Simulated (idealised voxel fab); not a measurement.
The process module presented herein is designated voxel wiring stack.
Cross-sectional view cut (width: 155 nm; square cell size: 5 nm).
Cross-sections here: square-cell grids, written as top-down lists of bands, a band being one or more rows of cells.
Within each band entry, the heights of the top and of the bottom of the band appear first, in that order and in nm; the materials of the band then follow from left to right, each with its corresponding width in nm. The designation "everywhere" on a single material indicates that it fills the band from edge to edge; the designation "empty" indicates empty space.
Measure heights from 0. That's the level where, below it, the as-received wafer is all one material. The lowest band is bottomless and extends downward; write it as in "from 0 down".
With a width like "30->40", each row of cells in the band differs from the next by the same amount, the top row carrying the first number and the bottom row the second.
When a step is marked "all unchanged", none of the cells in the cross-section changed during that step.
The label "Closed voids list" introduces a list of the empty spaces, 8 cells or larger, that have no open way up to the top; each entry in it reads width x height at distance, where the distance is taken from the left edge and all three are stated in nm.
after a step's settings: what the simulator itself notes on the step
overlay nm, on a step with a mask: how far to the right of its planned place the mask lay; to the left if negative

STEPS IN THE PROCESS PLAN
1 RECEIVE with material Si
2 CONFORMAL_DEP with material SiO2, thk nm 10
3 DIRECTIONAL_DEP with material TiN, thk nm 5
4 DIRECTIONAL_DEP with material Ru, thk nm 15
5 MASKED_ETCH with tone cover, mask id METAL_1, width nm 25, pitch nm 45, etch materials Ru, depth nm 15, overlay nm 0
6 MASKED_ETCH with tone cover, mask id METAL_1, width nm 25, pitch nm 45, etch materials TiN, depth nm 5, overlay nm 0
7 FILL_DEP with material lowk, thk nm 5
8 CMP with height nm 30
9 CONFORMAL_DEP with material SiCN, thk nm 5
10 DIRECTIONAL_DEP with material lowk, thk nm 10
11 MASKED_ETCH with tone open, mask id PLUG_1, width nm 15, pitch nm 45, etch materials lowk, depth nm 10, overlay nm 0
12 MASKED_ETCH with tone open, mask id PLUG_1, width nm 15, pitch nm 45, etch materials SiCN, depth nm 5, overlay nm 0
13 EPI with material Ru, thk nm 10
14 EPI with material Ru, thk nm 5
15 CONFORMAL_DEP with material SiCN, thk nm 5
16 DIRECTIONAL_DEP with material SiO2, thk nm 25
17 PATTERN with tone open, mask id METAL_2, material resist, width nm 25, pitch nm 45, thk nm 20, overlay nm 0
18 DIRECTIONAL_ETCH with etch materials SiO2, depth nm 25
19 DIRECTIONAL_ETCH with etch materials SiCN, depth nm 5
20 STRIP with etch materials resist
21 CONFORMAL_DEP with material TiN, thk nm 5
22 FILL_DEP with material Ru, thk nm 10
23 CMP with height nm 75
24 CONFORMAL_DEP with material SiCN, thk nm 5
25 DIRECTIONAL_DEP with material SiO2, thk nm 35
26 PATTERN with tone open, mask id METAL_3, material resist, width nm 25, pitch nm 45, thk nm 20, overlay nm 0
27 DIRECTIONAL_ETCH with etch materials SiO2, depth nm 20
28 STRIP with etch materials resist
29 MASKED_ETCH with tone open, mask id METAL_3_HOLES, width nm 15, pitch nm 90, etch materials SiO2, depth nm 15, overlay nm 0
30 MASKED_ETCH with tone open, mask id METAL_3_HOLES, width nm 15, pitch nm 90, etch materials SiCN, depth nm 5, overlay nm 0
31 CONFORMAL_DEP with material TiN, thk nm 5
32 FILL_DEP with material Cu, thk nm 5
33 CMP with height nm 115
34 CONFORMAL_DEP with material SiN, thk nm 5

THE FIRST OF THE TWO WAFERS, WHICH RAN AS PLANNED

SHOWN IN CROSS-SECTION IS THE WAFER AS RECEIVED, THAT IS, AS IT STANDS AFTER STEP 1
* from 0 down | Si everywhere
* Closed voids list: none

CROSS-SECTION OF THE WAFER AFTER STEP 2
* from 10 to 0 | SiO2 everywhere
* Heights below 0 show no change.

CROSS-SECTION OF THE WAFER AFTER STEP 3
* from 15 to 10 | TiN everywhere
* Heights below 10 show no change.

CROSS-SECTION OF THE WAFER AFTER STEP 4
* from 30 to 15 | Ru everywhere
* Heights below 15 show no change.

CROSS-SECTION OF THE WAFER AFTER STEP 5
* from 30 to 15 | empty 20 nm | Ru 25 nm | empty 20 nm | Ru 25 nm | empty 20 nm | Ru 25 nm | empty 20 nm
* Heights below 15 show no change.

CROSS-SECTION OF THE WAFER AFTER STEP 6
* from 30 to 15 | empty 20 nm | Ru 25 nm | empty 20 nm | Ru 25 nm | empty 20 nm | Ru 25 nm | empty 20 nm
* from 15 to 10 | empty 20 nm | TiN 25 nm | empty 20 nm | TiN 25 nm | empty 20 nm | TiN 25 nm | empty 20 nm
* Heights below 10 show no change.

CROSS-SECTION OF THE WAFER AFTER STEP 7
* from 35 to 30 | lowk everywhere
* from 30 to 15 | lowk 20 nm | Ru 25 nm | lowk 20 nm | Ru 25 nm | lowk 20 nm | Ru 25 nm | lowk 20 nm
* from 15 to 10 | lowk 20 nm | TiN 25 nm | lowk 20 nm | TiN 25 nm | lowk 20 nm | TiN 25 nm | lowk 20 nm
* Heights below 10 show no change.

CROSS-SECTION OF THE WAFER AFTER STEP 8
* from 30 to 15 | lowk 20 nm | Ru 25 nm | lowk 20 nm | Ru 25 nm | lowk 20 nm | Ru 25 nm | lowk 20 nm
* Heights below 15 show no change.

CROSS-SECTION OF THE WAFER AFTER STEP 9
* from 35 to 30 | SiCN everywhere
* Heights below 30 show no change.

CROSS-SECTION OF THE WAFER AFTER STEP 10
* from 45 to 35 | lowk everywhere
* Heights below 35 show no change.

CROSS-SECTION OF THE WAFER AFTER STEP 11
* from 45 to 35 | lowk 20 nm | empty 15 nm | lowk 30 nm | empty 15 nm | lowk 30 nm | empty 15 nm | lowk 30 nm
* Heights below 35 show no change.

CROSS-SECTION OF THE WAFER AFTER STEP 12
* from 45 to 35 | lowk 20 nm | empty 15 nm | lowk 30 nm | empty 15 nm | lowk 30 nm | empty 15 nm | lowk 30 nm
* from 35 to 30 | SiCN 20 nm | empty 15 nm | SiCN 30 nm | empty 15 nm | SiCN 30 nm | empty 15 nm | SiCN 30 nm
* Heights below 30 show no change.

CROSS-SECTION OF THE WAFER AFTER STEP 13
* from 45 to 40 | lowk 20 nm | empty 15 nm | lowk 30 nm | empty 15 nm | lowk 30 nm | empty 15 nm | lowk 30 nm
* from 40 to 35 | lowk 20 nm | Ru 15 nm | lowk 30 nm | Ru 15 nm | lowk 30 nm | Ru 15 nm | lowk 30 nm
* from 35 to 30 | SiCN 20 nm | Ru 15 nm | SiCN 30 nm | Ru 15 nm | SiCN 30 nm | Ru 15 nm | SiCN 30 nm
* Heights below 30 show no change.

CROSS-SECTION OF THE WAFER AFTER STEP 14
* from 45 to 35 | lowk 20 nm | Ru 15 nm | lowk 30 nm | Ru 15 nm | lowk 30 nm | Ru 15 nm | lowk 30 nm
* Heights below 35 show no change.

CROSS-SECTION OF THE WAFER AFTER STEP 15
* from 50 to 45 | SiCN everywhere
* Heights below 45 show no change.

CROSS-SECTION OF THE WAFER AFTER STEP 16
* from 75 to 50 | SiO2 everywhere
* Heights below 50 show no change.

CROSS-SECTION OF THE WAFER AFTER STEP 17
* from 95 to 75 | resist 20 nm | empty 25 nm | resist 20 nm | empty 25 nm | resist 20 nm | empty 25 nm | resist 20 nm
* Heights below 75 show no change.

CROSS-SECTION OF THE WAFER AFTER STEP 18
* from 95 to 75 | resist 20 nm | empty 25 nm | resist 20 nm | empty 25 nm | resist 20 nm | empty 25 nm | resist 20 nm
* from 75 to 50 | SiO2 20 nm | empty 25 nm | SiO2 20 nm | empty 25 nm | SiO2 20 nm | empty 25 nm | SiO2 20 nm
* Heights below 50 show no change.

CROSS-SECTION OF THE WAFER AFTER STEP 19
* from 95 to 75 | resist 20 nm | empty 25 nm | resist 20 nm | empty 25 nm | resist 20 nm | empty 25 nm | resist 20 nm
* from 75 to 50 | SiO2 20 nm | empty 25 nm | SiO2 20 nm | empty 25 nm | SiO2 20 nm | empty 25 nm | SiO2 20 nm
* from 50 to 45 | SiCN 20 nm | empty 25 nm | SiCN 20 nm | empty 25 nm | SiCN 20 nm | empty 25 nm | SiCN 20 nm
* Heights below 45 show no change.

CROSS-SECTION OF THE WAFER AFTER STEP 20
* from 75 to 50 | SiO2 20 nm | empty 25 nm | SiO2 20 nm | empty 25 nm | SiO2 20 nm | empty 25 nm | SiO2 20 nm
* Heights below 50 show no change.

CROSS-SECTION OF THE WAFER AFTER STEP 21
* from 80 to 75 | TiN 25 nm | empty 15 nm | TiN 30 nm | empty 15 nm | TiN 30 nm | empty 15 nm | TiN 25 nm
* from 75 to 50 | SiO2 20 nm | TiN 5 nm | empty 15 nm | TiN 5 nm | SiO2 20 nm | TiN 5 nm | empty 15 nm | TiN 5 nm | SiO2 20 nm | TiN 5 nm | empty 15 nm | TiN 5 nm | SiO2 20 nm
* from 50 to 45 | SiCN 20 nm | TiN 25 nm | SiCN 20 nm | TiN 25 nm | SiCN 20 nm | TiN 25 nm | SiCN 20 nm
* Heights below 45 show no change.

CROSS-SECTION OF THE WAFER AFTER STEP 22
* from 90 to 80 | Ru everywhere
* from 80 to 75 | TiN 25 nm | Ru 15 nm | TiN 30 nm | Ru 15 nm | TiN 30 nm | Ru 15 nm | TiN 25 nm
* from 75 to 50 | SiO2 20 nm | TiN 5 nm | Ru 15 nm | TiN 5 nm | SiO2 20 nm | TiN 5 nm | Ru 15 nm | TiN 5 nm | SiO2 20 nm | TiN 5 nm | Ru 15 nm | TiN 5 nm | SiO2 20 nm
* Heights below 50 show no change.

CROSS-SECTION OF THE WAFER AFTER STEP 23
* from 75 to 50 | SiO2 20 nm | TiN 5 nm | Ru 15 nm | TiN 5 nm | SiO2 20 nm | TiN 5 nm | Ru 15 nm | TiN 5 nm | SiO2 20 nm | TiN 5 nm | Ru 15 nm | TiN 5 nm | SiO2 20 nm
* Heights below 50 show no change.

CROSS-SECTION OF THE WAFER AFTER STEP 24
* from 80 to 75 | SiCN everywhere
* Heights below 75 show no change.

CROSS-SECTION OF THE WAFER AFTER STEP 25
* from 115 to 80 | SiO2 everywhere
* Heights below 80 show no change.

CROSS-SECTION OF THE WAFER AFTER STEP 26
* from 135 to 115 | resist 20 nm | empty 25 nm | resist 20 nm | empty 25 nm | resist 20 nm | empty 25 nm | resist 20 nm
* Heights below 115 show no change.

CROSS-SECTION OF THE WAFER AFTER STEP 27
* from 135 to 115 | resist 20 nm | empty 25 nm | resist 20 nm | empty 25 nm | resist 20 nm | empty 25 nm | resist 20 nm
* from 115 to 95 | SiO2 20 nm | empty 25 nm | SiO2 20 nm | empty 25 nm | SiO2 20 nm | empty 25 nm | SiO2 20 nm
* Heights below 95 show no change.

CROSS-SECTION OF THE WAFER AFTER STEP 28
* from 115 to 95 | SiO2 20 nm | empty 25 nm | SiO2 20 nm | empty 25 nm | SiO2 20 nm | empty 25 nm | SiO2 20 nm
* Heights below 95 show no change.

CROSS-SECTION OF THE WAFER AFTER STEP 29
* from 115 to 95 | SiO2 20 nm | empty 25 nm | SiO2 20 nm | empty 25 nm | SiO2 20 nm | empty 25 nm | SiO2 20 nm
* from 95 to 80 | SiO2 20 nm | empty 15 nm | SiO2 75 nm | empty 15 nm | SiO2 30 nm
* Heights below 80 show no change.

CROSS-SECTION OF THE WAFER AFTER STEP 30
* from 115 to 95 | SiO2 20 nm | empty 25 nm | SiO2 20 nm | empty 25 nm | SiO2 20 nm | empty 25 nm | SiO2 20 nm
* from 95 to 80 | SiO2 20 nm | empty 15 nm | SiO2 75 nm | empty 15 nm | SiO2 30 nm
* from 80 to 75 | SiCN 20 nm | empty 15 nm | SiCN 75 nm | empty 15 nm | SiCN 30 nm
* Heights below 75 show no change.

CROSS-SECTION OF THE WAFER AFTER STEP 31
* from 120 to 115 | TiN 25 nm | empty 15 nm | TiN 30 nm | empty 15 nm | TiN 30 nm | empty 15 nm | TiN 25 nm
* from 115 to 100 | SiO2 20 nm | TiN 5 nm | empty 15 nm | TiN 5 nm | SiO2 20 nm | TiN 5 nm | empty 15 nm | TiN 5 nm | SiO2 20 nm | TiN 5 nm | empty 15 nm | TiN 5 nm | SiO2 20 nm
* from 100 to 95 | SiO2 20 nm | TiN 5 nm | empty 5 nm | TiN 15 nm | SiO2 20 nm | TiN 25 nm | SiO2 20 nm | TiN 5 nm | empty 5 nm | TiN 15 nm | SiO2 20 nm
* from 95 to 80 | SiO2 20 nm | TiN 5 nm | empty 5 nm | TiN 5 nm | SiO2 75 nm | TiN 5 nm | empty 5 nm | TiN 5 nm | SiO2 30 nm
* from 80 to 75 | SiCN 20 nm | TiN 15 nm | SiCN 75 nm | TiN 15 nm | SiCN 30 nm
* Heights below 75 show no change.

CROSS-SECTION OF THE WAFER AFTER STEP 32
* from 125 to 120 | Cu everywhere
* from 120 to 115 | TiN 25 nm | Cu 15 nm | TiN 30 nm | Cu 15 nm | TiN 30 nm | Cu 15 nm | TiN 25 nm
* from 115 to 100 | SiO2 20 nm | TiN 5 nm | Cu 15 nm | TiN 5 nm | SiO2 20 nm | TiN 5 nm | Cu 15 nm | TiN 5 nm | SiO2 20 nm | TiN 5 nm | Cu 15 nm | TiN 5 nm | SiO2 20 nm
* from 100 to 95 | SiO2 20 nm | TiN 5 nm | Cu 5 nm | TiN 15 nm | SiO2 20 nm | TiN 25 nm | SiO2 20 nm | TiN 5 nm | Cu 5 nm | TiN 15 nm | SiO2 20 nm
* from 95 to 80 | SiO2 20 nm | TiN 5 nm | Cu 5 nm | TiN 5 nm | SiO2 75 nm | TiN 5 nm | Cu 5 nm | TiN 5 nm | SiO2 30 nm
* Heights below 80 show no change.

CROSS-SECTION OF THE WAFER AFTER STEP 33
* from 115 to 100 | SiO2 20 nm | TiN 5 nm | Cu 15 nm | TiN 5 nm | SiO2 20 nm | TiN 5 nm | Cu 15 nm | TiN 5 nm | SiO2 20 nm | TiN 5 nm | Cu 15 nm | TiN 5 nm | SiO2 20 nm
* Heights below 100 show no change.

CROSS-SECTION OF THE WAFER AFTER STEP 34
* from 120 to 115 | SiN everywhere
* Heights below 115 show no change.

THE SECOND WAFER: COMMON ORIGIN AND PLAN, ONE MISTAKE IN EXECUTION, IDENTICAL TO THE FIRST THROUGH STEP 14

SECOND WAFER: CROSS-SECTION AT THE SCHEDULED END OF STEP 15
* from 70 to 45 | SiO2 everywhere
* Heights below 45 show no change.

SECOND WAFER: CROSS-SECTION AT THE SCHEDULED END OF STEP 16
* from 75 to 70 | SiCN everywhere
* Heights below 70 show no change.

SECOND WAFER: CROSS-SECTION AT THE SCHEDULED END OF STEP 17
* from 95 to 75 | resist 20 nm | empty 25 nm | resist 20 nm | empty 25 nm | resist 20 nm | empty 25 nm | resist 20 nm
* Heights below 75 show no change.

Second wafer: cross-section at the scheduled end of step 18: all unchanged

SECOND WAFER: CROSS-SECTION AT THE SCHEDULED END OF STEP 19
* from 95 to 75 | resist 20 nm | empty 25 nm | resist 20 nm | empty 25 nm | resist 20 nm | empty 25 nm | resist 20 nm
* from 75 to 70 | SiCN 20 nm | empty 25 nm | SiCN 20 nm | empty 25 nm | SiCN 20 nm | empty 25 nm | SiCN 20 nm
* Heights below 70 show no change.

SECOND WAFER: CROSS-SECTION AT THE SCHEDULED END OF STEP 20
* from 75 to 70 | SiCN 20 nm | empty 25 nm | SiCN 20 nm | empty 25 nm | SiCN 20 nm | empty 25 nm | SiCN 20 nm
* Heights below 70 show no change.

SECOND WAFER: CROSS-SECTION AT THE SCHEDULED END OF STEP 21
* from 80 to 75 | TiN 25 nm | empty 15 nm | TiN 30 nm | empty 15 nm | TiN 30 nm | empty 15 nm | TiN 25 nm
* from 75 to 70 | SiCN 20 nm | TiN 25 nm | SiCN 20 nm | TiN 25 nm | SiCN 20 nm | TiN 25 nm | SiCN 20 nm
* Heights below 70 show no change.

SECOND WAFER: CROSS-SECTION AT THE SCHEDULED END OF STEP 22
* from 90 to 80 | Ru everywhere
* from 80 to 75 | TiN 25 nm | Ru 15 nm | TiN 30 nm | Ru 15 nm | TiN 30 nm | Ru 15 nm | TiN 25 nm
* Heights below 75 show no change.

SECOND WAFER: CROSS-SECTION AT THE SCHEDULED END OF STEP 23
* from 75 to 70 | SiCN 20 nm | TiN 25 nm | SiCN 20 nm | TiN 25 nm | SiCN 20 nm | TiN 25 nm | SiCN 20 nm
* Heights below 70 show no change.

SECOND WAFER: CROSS-SECTION AT THE SCHEDULED END OF STEP 24
* from 80 to 75 | SiCN everywhere
* Heights below 75 show no change.

SECOND WAFER: CROSS-SECTION AT THE SCHEDULED END OF STEP 25
* from 115 to 80 | SiO2 everywhere
* Heights below 80 show no change.

SECOND WAFER: CROSS-SECTION AT THE SCHEDULED END OF STEP 26
* from 135 to 115 | resist 20 nm | empty 25 nm | resist 20 nm | empty 25 nm | resist 20 nm | empty 25 nm | resist 20 nm
* Heights below 115 show no change.

SECOND WAFER: CROSS-SECTION AT THE SCHEDULED END OF STEP 27
* from 135 to 115 | resist 20 nm | empty 25 nm | resist 20 nm | empty 25 nm | resist 20 nm | empty 25 nm | resist 20 nm
* from 115 to 95 | SiO2 20 nm | empty 25 nm | SiO2 20 nm | empty 25 nm | SiO2 20 nm | empty 25 nm | SiO2 20 nm
* Heights below 95 show no change.

SECOND WAFER: CROSS-SECTION AT THE SCHEDULED END OF STEP 28
* from 115 to 95 | SiO2 20 nm | empty 25 nm | SiO2 20 nm | empty 25 nm | SiO2 20 nm | empty 25 nm | SiO2 20 nm
* Heights below 95 show no change.

SECOND WAFER: CROSS-SECTION AT THE SCHEDULED END OF STEP 29
* from 115 to 95 | SiO2 20 nm | empty 25 nm | SiO2 20 nm | empty 25 nm | SiO2 20 nm | empty 25 nm | SiO2 20 nm
* from 95 to 80 | SiO2 20 nm | empty 15 nm | SiO2 75 nm | empty 15 nm | SiO2 30 nm
* Heights below 80 show no change.

SECOND WAFER: CROSS-SECTION AT THE SCHEDULED END OF STEP 30
* from 115 to 95 | SiO2 20 nm | empty 25 nm | SiO2 20 nm | empty 25 nm | SiO2 20 nm | empty 25 nm | SiO2 20 nm
* from 95 to 80 | SiO2 20 nm | empty 15 nm | SiO2 75 nm | empty 15 nm | SiO2 30 nm
* from 80 to 75 | SiCN 20 nm | empty 15 nm | SiCN 75 nm | empty 15 nm | SiCN 30 nm
* Heights below 75 show no change.

SECOND WAFER: CROSS-SECTION AT THE SCHEDULED END OF STEP 31
* from 120 to 115 | TiN 25 nm | empty 15 nm | TiN 30 nm | empty 15 nm | TiN 30 nm | empty 15 nm | TiN 25 nm
* from 115 to 100 | SiO2 20 nm | TiN 5 nm | empty 15 nm | TiN 5 nm | SiO2 20 nm | TiN 5 nm | empty 15 nm | TiN 5 nm | SiO2 20 nm | TiN 5 nm | empty 15 nm | TiN 5 nm | SiO2 20 nm
* from 100 to 95 | SiO2 20 nm | TiN 5 nm | empty 5 nm | TiN 15 nm | SiO2 20 nm | TiN 25 nm | SiO2 20 nm | TiN 5 nm | empty 5 nm | TiN 15 nm | SiO2 20 nm
* from 95 to 80 | SiO2 20 nm | TiN 5 nm | empty 5 nm | TiN 5 nm | SiO2 75 nm | TiN 5 nm | empty 5 nm | TiN 5 nm | SiO2 30 nm
* from 80 to 75 | SiCN 20 nm | TiN 15 nm | SiCN 75 nm | TiN 15 nm | SiCN 30 nm
* Heights below 75 show no change.

SECOND WAFER: CROSS-SECTION AT THE SCHEDULED END OF STEP 32
* from 125 to 120 | Cu everywhere
* from 120 to 115 | TiN 25 nm | Cu 15 nm | TiN 30 nm | Cu 15 nm | TiN 30 nm | Cu 15 nm | TiN 25 nm
* from 115 to 100 | SiO2 20 nm | TiN 5 nm | Cu 15 nm | TiN 5 nm | SiO2 20 nm | TiN 5 nm | Cu 15 nm | TiN 5 nm | SiO2 20 nm | TiN 5 nm | Cu 15 nm | TiN 5 nm | SiO2 20 nm
* from 100 to 95 | SiO2 20 nm | TiN 5 nm | Cu 5 nm | TiN 15 nm | SiO2 20 nm | TiN 25 nm | SiO2 20 nm | TiN 5 nm | Cu 5 nm | TiN 15 nm | SiO2 20 nm
* from 95 to 80 | SiO2 20 nm | TiN 5 nm | Cu 5 nm | TiN 5 nm | SiO2 75 nm | TiN 5 nm | Cu 5 nm | TiN 5 nm | SiO2 30 nm
* Heights below 80 show no change.

SECOND WAFER: CROSS-SECTION AT THE SCHEDULED END OF STEP 33
* from 115 to 100 | SiO2 20 nm | TiN 5 nm | Cu 15 nm | TiN 5 nm | SiO2 20 nm | TiN 5 nm | Cu 15 nm | TiN 5 nm | SiO2 20 nm | TiN 5 nm | Cu 15 nm | TiN 5 nm | SiO2 20 nm
* Heights below 100 show no change.

SECOND WAFER: CROSS-SECTION AT THE SCHEDULED END OF STEP 34
* from 120 to 115 | SiN everywhere
* Heights below 115 show no change.
Deviation from plan: steps 15 and 16 were swapped
Final difference in cells, second wafer against first, listed per material as more or fewer: Ru: 45 fewer, SiO2: 75 more, TiN: 30 fewer
